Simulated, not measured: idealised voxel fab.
process module | voxel capacitor over wiring
cross-section cut | 215 nm wide | cells 5 nm
A cross-section is a grid of square cells, given in bands from the top down. A band is one or more rows of cells.
Each band's line starts with the height of the band's top and of its bottom, in nm. Then come its materials from left to right, each with its width in nm. One material with "throughout" fills the band from edge to edge. "air" is empty space.
Height 0 is the level under which the wafer as received is all one material. The lowest band goes on downwards, as in "0 down".
A width such as "30 to 40" changes by the same amount from each row of cells to the next, from the band's top row to its bottom row.
"no change" after a step means that no cell of the cross-section changed.
closed voids: empty space of 8 cells or more with no open way to the top, each as width x height at its distance from the left edge, in nm
after a step's settings: what the simulator itself notes on the step
overlay nm, on a step with a mask: how far to the right of its planned place the mask lay; to the left if negative
plan
1 op RECEIVE | material Si
2 op CONFORMAL_DEP | material SiO2 | thk nm 15
3 op CONFORMAL_DEP | material SiN | thk nm 5
4 op DIRECTIONAL_DEP | material lowk | thk nm 25
5 op DIRECTIONAL_DEP | material aC | thk nm 10
6 op PATTERN | tone open | mask id METAL_1 | material resist | width nm 25 | pitch nm 75 | thk nm 30 | overlay nm 0
7 op DIRECTIONAL_ETCH | etch materials aC | depth nm 10
8 op STRIP | etch materials resist
9 op DIRECTIONAL_ETCH | etch materials lowk | depth nm 25
10 op DIRECTIONAL_ETCH | etch materials SiN | depth nm 5
11 op STRIP | etch materials aC
12 op CONFORMAL_DEP | material TiN | thk nm 5
13 op FILL_DEP | material W | thk nm 10
14 op CMP | height nm 45
15 op EPI | material Ru | thk nm 5
16 op FILL_DEP | material SiCN | thk nm 5
17 op DIRECTIONAL_DEP | material SiO2 | thk nm 20
18 op PATTERN | tone open | mask id PLUG_1 | material resist | width nm 15 | thk nm 20 | overlay nm 0
19 op DIRECTIONAL_ETCH | etch materials SiO2 | depth nm 20
20 op DIRECTIONAL_ETCH | etch materials SiCN | depth nm 5
21 op STRIP | etch materials resist
22 op CONFORMAL_DEP | material TiN | thk nm 5
23 op FILL_DEP | material Cu | thk nm 5
24 op CMP | height nm 75
25 op DIRECTIONAL_DEP | material TiN | thk nm 10
26 op DIRECTIONAL_DEP | material HfO2 | thk nm 5
27 op DIRECTIONAL_DEP | material TiN | thk nm 10
28 op MASKED_ETCH | tone cover | mask id UPPER_PLATE | width nm 55 | etch materials TiN | depth nm 10 | overlay nm 0
29 op MASKED_ETCH | tone cover | mask id UPPER_PLATE | width nm 55 | etch materials HfO2 | depth nm 5 | overlay nm 0
30 op PATTERN | tone cover | mask id LOWER_PLATE | material resist | width nm 55 | thk nm 20 | overlay nm 0
31 op DIRECTIONAL_ETCH | etch materials TiN | depth nm 10
32 op STRIP | etch materials resist
33 op FILL_DEP | material SiO2 | thk nm 15
34 op CMP | height nm 110
35 op MASKED_ETCH | tone open | mask id PLUG_2 | width nm 15 | etch materials SiO2 | depth nm 10 | overlay nm 0
36 op CONFORMAL_DEP | material TiN | thk nm 5
37 op FILL_DEP | material Ru | thk nm 10
38 op CMP | height nm 110
39 op CONFORMAL_DEP | material SiN | thk nm 5
varied across the wafers: width nm of step 30. The plan shows the first wafer's value. All wafers start alike
first wafer as received, after step 1
  0 down: Si throughout
  closed voids: none
first wafer at the end, after step 39
  115 to 110: SiN throughout
  110 to 105: SiO2 75 | TiN 5 | Ru 5 | TiN 5 | SiO2 125
  105 to 100: SiO2 75 | TiN 15 | SiO2 125
  100 to 90: SiO2 65 | TiN 55 | SiO2 95
  90 to 85: SiO2 65 | HfO2 55 | SiO2 95
  85 to 75: SiO2 65 | TiN 55 | SiO2 95
  75 to 55: SiO2 65 | TiN 5 | Cu 5 | TiN 5 | SiO2 135
  55 to 50: SiCN 65 | TiN 15 | SiCN 135
  50 to 45: SiCN 50 | Ru 35 | SiCN 40 | Ru 35 | SiCN 55
  45 to 20: lowk 55 | TiN 5 | W 15 | TiN 5 | lowk 50 | TiN 5 | W 15 | TiN 5 | lowk 60
  20 to 15: SiN 55 | TiN 25 | SiN 50 | TiN 25 | SiN 60
  15 to 0: SiO2 throughout
  0 down: Si throughout
  closed voids: none
last wafer at the end
  115 to 110: SiN throughout
  110 to 105: SiO2 75 | TiN 5 | Ru 5 | TiN 5 | SiO2 125
  105 to 100: SiO2 75 | TiN 15 | SiO2 125
  100 to 90: SiO2 65 | TiN 55 | SiO2 95
  90 to 85: SiO2 65 | HfO2 55 | SiO2 95
  85 to 75: SiO2 55 | TiN 80 | SiO2 80
  75 to 55: SiO2 65 | TiN 5 | Cu 5 | TiN 5 | SiO2 135
  55 to 50: SiCN 65 | TiN 15 | SiCN 135
  50 to 45: SiCN 50 | Ru 35 | SiCN 40 | Ru 35 | SiCN 55
  45 to 20: lowk 55 | TiN 5 | W 15 | TiN 5 | lowk 50 | TiN 5 | W 15 | TiN 5 | lowk 60
  20 to 15: SiN 55 | TiN 25 | SiN 50 | TiN 25 | SiN 60
  15 to 0: SiO2 throughout
  0 down: Si throughout
  closed voids: none
each wafer at the end: cells of each material gained (+) or lost (-) since it was received, then its closed voids
width nm 55 | +4 Cu | +11 HfO2 | +15 Ru | +69 SiCN | +76 SiN | +529 SiO2 | +90 TiN | +30 W | +165 lowk | closed voids: none
width nm 60 | +4 Cu | +11 HfO2 | +15 Ru | +69 SiCN | +76 SiN | +527 SiO2 | +92 TiN | +30 W | +165 lowk | closed voids: none
width nm 65 | +4 Cu | +11 HfO2 | +15 Ru | +69 SiCN | +76 SiN | +525 SiO2 | +94 TiN | +30 W | +165 lowk | closed voids: none
width nm 70 | +4 Cu | +11 HfO2 | +15 Ru | +69 SiCN | +76 SiN | +523 SiO2 | +96 TiN | +30 W | +165 lowk | closed voids: none
width nm 75 | +4 Cu | +11 HfO2 | +15 Ru | +69 SiCN | +76 SiN | +521 SiO2 | +98 TiN | +30 W | +165 lowk | closed voids: none
width nm 80 | +4 Cu | +11 HfO2 | +15 Ru | +69 SiCN | +76 SiN | +519 SiO2 | +100 TiN | +30 W | +165 lowk | closed voids: none
